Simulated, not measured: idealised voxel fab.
A process module follows: voxel self aligned vias.
Square cells of 5 nm make up the cross-section cut, whose width is 275 nm.
Throughout this document, each cross-section is represented as a grid of square cells and is presented as a sequence of bands enumerated from the top downward, where a band comprises one or more rows of cells.
The band entry comprises the height of the band's top followed by the height of its bottom, expressed in nm, and subsequently the band's materials from left to right, each stated together with its width in nm. Where a single material is marked with the word "everywhere", that material fills the band from edge to edge. The word "blank" represents empty space.
Height is counted from the level 0, under which the received wafer is composed throughout of one material. The lowest of the bands is not closed at the bottom but continues downward, in the notation "0..down".
The two numbers in a width such as "30 to 40" mark its ends across the band: the first belongs to the top row of cells, the second to the bottom row, and from each row to the next the width moves by the same amount.
Take "same as before" at face value: in the step it is given for, the cross-section changed in none of its cells.
If an empty space has no open way to the top and is at least 8 cells in size, "Enclosed cavities" lists it, written width x height at distance, where distance is measured from the left edge and every value is in nm.
What comes after the settings on a step's line is commentary from the simulator itself on that step.
overlay nm: on a step with a mask, how far right of its planned place the mask lay; negative means left.

### plan
1,RECEIVE (material Si)
2,CONFORMAL_DEP (material SiO2; thk nm 15)
3,CONFORMAL_DEP (material SiCN; thk nm 5)
4,DIRECTIONAL_DEP (material SiO2; thk nm 20)
5,MASKED_ETCH (tone open; mask id LINES; width nm 30; pitch nm 55; etch materials SiO2; depth nm 20; overlay nm 0)
6,CONFORMAL_DEP (material TiN; thk nm 5)
7,FILL_DEP (material Ru; thk nm 10)
8,CMP (height nm 40)
9,SELECTIVE_ETCH (etch materials W Ru TiN; depth nm 10)
10,FILL_DEP (material SiN; thk nm 10)
11,CMP (height nm 40)
12,DIRECTIONAL_DEP (material SiO2; thk nm 20)
13,PATTERN (tone open; mask id VIAS; material resist; width nm 30; pitch nm 110; thk nm 20; overlay nm 0)
14,DIRECTIONAL_ETCH (etch materials SiO2; depth nm 20)
15,DIRECTIONAL_ETCH (etch materials SiN; depth nm 10)
16,STRIP (etch materials resist)
17,CONFORMAL_DEP (material TiN; thk nm 5)
18,FILL_DEP (material W; thk nm 5)
19,CMP (height nm 60)
20,CONFORMAL_DEP (material SiCN; thk nm 5)
Wafers differ in width nm at step 13; plan lists the first wafer's value; identical starting state.

### first wafer as received, after step 1
* 0..down  Si everywhere
* Enclosed cavities: none

### each wafer at the end: cells of each material gained (+) or lost (-) since it was received, then its closed voids
width nm 30 | +12 Ru | +110 SiCN | +12 SiN | +485 SiO2 | +56 TiN | +40 W | Enclosed cavities: none
width nm 35 | +12 Ru | +110 SiCN | +12 SiN | +477 SiO2 | +58 TiN | +46 W | Enclosed cavities: none
width nm 40 | +12 Ru | +110 SiCN | +12 SiN | +469 SiO2 | +60 TiN | +52 W | Enclosed cavities: none
width nm 45 | +12 Ru | +110 SiCN | +12 SiN | +461 SiO2 | +62 TiN | +58 W | Enclosed cavities: none
width nm 50 | +12 Ru | +110 SiCN | +12 SiN | +453 SiO2 | +64 TiN | +64 W | Enclosed cavities: none
width nm 55 | +12 Ru | +110 SiCN | +12 SiN | +445 SiO2 | +66 TiN | +70 W | Enclosed cavities: none
